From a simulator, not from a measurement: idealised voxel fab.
The following process module bears the name voxel tone inversion.
250 nm wide, 5 nm square cells: that's cross-section cut.
Square cells in a grid make up a cross-section in this document, and the grid is given as bands, listed from the top down, each one or more rows of cells.
Heights first: top, then bottom, in nm. Then materials, left to right, each with a width in nm. "all across" on a single material: fills the band edge to edge. "empty": empty space.
Convention: height 0 is the level below which the wafer, as received, is all one material. The lowest band does not terminate at the bottom but continues downward, represented as "0 nm and below".
Quick explanation for "30->40": the width changes in equal steps down the rows of cells, from the first number in the band's top row to the second number in its bottom row.
"same as before" for a step: no cell of the cross-section changed in that step.
"Catalogued sealed voids" specifies each empty space that is not open to the top and that occupies no fewer than 8 cells, using the form width x height at distance, the distance measured from the left edge and all three quantities in nm.
That trailing text on a step's line, after the settings, is the simulator's own remark on the step.
overlay nm: for a step with a mask, the amount by which the mask lay right of where it was planned; a negative amount means left of it.
Planned process steps:
| 1 | RECEIVE: material Si |
| 2 | CONFORMAL_DEP: material SiCN, thk nm 5 |
| 3 | DIRECTIONAL_DEP: material polySi, thk nm 20 |
| 4 | PATTERN: tone cover, mask id POSTS, material resist, width nm 25, pitch nm 50, thk nm 25, overlay nm 0 |
| 5 | DIRECTIONAL_ETCH: etch materials polySi, depth nm 20 |
| 6 | STRIP: etch materials resist |
| 7 | FILL_DEP: material lowk, thk nm 5 |
| 8 | CMP: height nm 25 |
| 9 | STRIP: etch materials polySi |
| 10 | CONFORMAL_DEP: material TiN, thk nm 5 |
| 11 | FILL_DEP: material Ru, thk nm 5 |
| 12 | CMP: height nm 25 |
| 13 | CONFORMAL_DEP: material SiCN, thk nm 5 |
Of two wafers, the first: run according to plan:
Cross-section of the incoming wafer, state after step 1:
* 0 nm and below: Si all across
* Catalogued sealed voids: none
Cross-section through the wafer, step 2 finished:
* 5 nm to 0 nm: SiCN all across
* Below 0 it's all the same as before, nothing changed down there.
Cross-section through the wafer, step 3 finished:
* 25 nm to 5 nm: polySi all across
* Below 5 it's all the same as before, nothing changed down there.
Cross-section through the wafer, step 4 finished:
* 50 nm to 25 nm: empty=85, then resist=25, then empty=25, then resist=25, then empty=90
* Below 25 it's all the same as before, nothing changed down there.
Cross-section through the wafer, step 5 finished:
* 50 nm to 25 nm: empty=85, then resist=25, then empty=25, then resist=25, then empty=90
* 25 nm to 5 nm: empty=85, then polySi=25, then empty=25, then polySi=25, then empty=90
* Below 5 it's all the same as before, nothing changed down there.
Cross-section through the wafer, step 6 finished:
* 25 nm to 5 nm: empty=85, then polySi=25, then empty=25, then polySi=25, then empty=90
* Below 5 it's all the same as before, nothing changed down there.
Cross-section through the wafer, step 7 finished:
* 30 nm to 25 nm: lowk all across
* 25 nm to 5 nm: lowk=85, then polySi=25, then lowk=25, then polySi=25, then lowk=90
* Below 5 it's all the same as before, nothing changed down there.
Cross-section through the wafer, step 8 finished:
* 25 nm to 5 nm: lowk=85, then polySi=25, then lowk=25, then polySi=25, then lowk=90
* Below 5 it's all the same as before, nothing changed down there.
Cross-section through the wafer, step 9 finished:
* 25 nm to 5 nm: lowk=85, then empty=25, then lowk=25, then empty=25, then lowk=90
* Below 5 it's all the same as before, nothing changed down there.
Cross-section through the wafer, step 10 finished:
* 30 nm to 25 nm: TiN=90, then empty=15, then TiN=35, then empty=15, then TiN=95
* 25 nm to 10 nm: lowk=85, then TiN=5, then empty=15, then TiN=5, then lowk=25, then TiN=5, then empty=15, then TiN=5, then lowk=90
* 10 nm to 5 nm: lowk=85, then TiN=25, then lowk=25, then TiN=25, then lowk=90
* Below 5 it's all the same as before, nothing changed down there.
Cross-section through the wafer, step 11 finished:
* 35 nm to 30 nm: Ru all across
* 30 nm to 25 nm: TiN=90, then Ru=15, then TiN=35, then Ru=15, then TiN=95
* 25 nm to 10 nm: lowk=85, then TiN=5, then Ru=15, then TiN=5, then lowk=25, then TiN=5, then Ru=15, then TiN=5, then lowk=90
* Below 10 it's all the same as before, nothing changed down there.
Cross-section through the wafer, step 12 finished:
* 25 nm to 10 nm: lowk=85, then TiN=5, then Ru=15, then TiN=5, then lowk=25, then TiN=5, then Ru=15, then TiN=5, then lowk=90
* Below 10 it's all the same as before, nothing changed down there.
Cross-section through the wafer, step 13 finished:
* 30 nm to 25 nm: SiCN all across
* Below 25 it's all the same as before, nothing changed down there.
Wafer two. Same start, same plan, one slip in execution. Same as wafer one through step 3, inclusive:
Cross-section: second wafer, time at which step 4 was scheduled to end:
* 50 nm to 25 nm: empty=90, then resist=20, then empty=30, then resist=20, then empty=90
* Below 25 it's all the same as before, nothing changed down there.
Cross-section: second wafer, time at which step 5 was scheduled to end:
* 50 nm to 25 nm: empty=90, then resist=20, then empty=30, then resist=20, then empty=90
* 25 nm to 5 nm: empty=90, then polySi=20, then empty=30, then polySi=20, then empty=90
* Below 5 it's all the same as before, nothing changed down there.
Cross-section: second wafer, time at which step 6 was scheduled to end:
* 25 nm to 5 nm: empty=90, then polySi=20, then empty=30, then polySi=20, then empty=90
* Below 5 it's all the same as before, nothing changed down there.
Cross-section: second wafer, time at which step 7 was scheduled to end:
* 30 nm to 25 nm: lowk all across
* 25 nm to 5 nm: lowk=90, then polySi=20, then lowk=30, then polySi=20, then lowk=90
* Below 5 it's all the same as before, nothing changed down there.
Cross-section: second wafer, time at which step 8 was scheduled to end:
* 25 nm to 5 nm: lowk=90, then polySi=20, then lowk=30, then polySi=20, then lowk=90
* Below 5 it's all the same as before, nothing changed down there.
Cross-section: second wafer, time at which step 9 was scheduled to end:
* 25 nm to 5 nm: lowk=90, then empty=20, then lowk=30, then empty=20, then lowk=90
* Below 5 it's all the same as before, nothing changed down there.
Cross-section: second wafer, time at which step 10 was scheduled to end:
* 30 nm to 25 nm: TiN=95, then empty=10, then TiN=40, then empty=10, then TiN=95
* 25 nm to 10 nm: lowk=90, then TiN=5, then empty=10, then TiN=5, then lowk=30, then TiN=5, then empty=10, then TiN=5, then lowk=90
* 10 nm to 5 nm: lowk=90, then TiN=20, then lowk=30, then TiN=20, then lowk=90
* Below 5 it's all the same as before, nothing changed down there.
Cross-section: second wafer, time at which step 11 was scheduled to end:
* 35 nm to 30 nm: Ru all across
* 30 nm to 25 nm: TiN=95, then Ru=10, then TiN=40, then Ru=10, then TiN=95
* 25 nm to 10 nm: lowk=90, then TiN=5, then Ru=10, then TiN=5, then lowk=30, then TiN=5, then Ru=10, then TiN=5, then lowk=90
* Below 10 it's all the same as before, nothing changed down there.
Cross-section: second wafer, time at which step 12 was scheduled to end:
* 25 nm to 10 nm: lowk=90, then TiN=5, then Ru=10, then TiN=5, then lowk=30, then TiN=5, then Ru=10, then TiN=5, then lowk=90
* Below 10 it's all the same as before, nothing changed down there.
Cross-section: second wafer, time at which step 13 was scheduled to end:
* 30 nm to 25 nm: SiCN all across
* Below 25 it's all the same as before, nothing changed down there.
Against the plan, the run slipped here: note that step 4 departed from the planned setting and was carried out as PATTERN: tone cover, mask id POSTS, material resist, width nm 20, pitch nm 50, thk nm 25, overlay nm 0
The final cell counts differ between the wafers, with the second having more or fewer of some materials than the first: 6 fewer of Ru, 2 fewer of TiN, 8 more of lowk
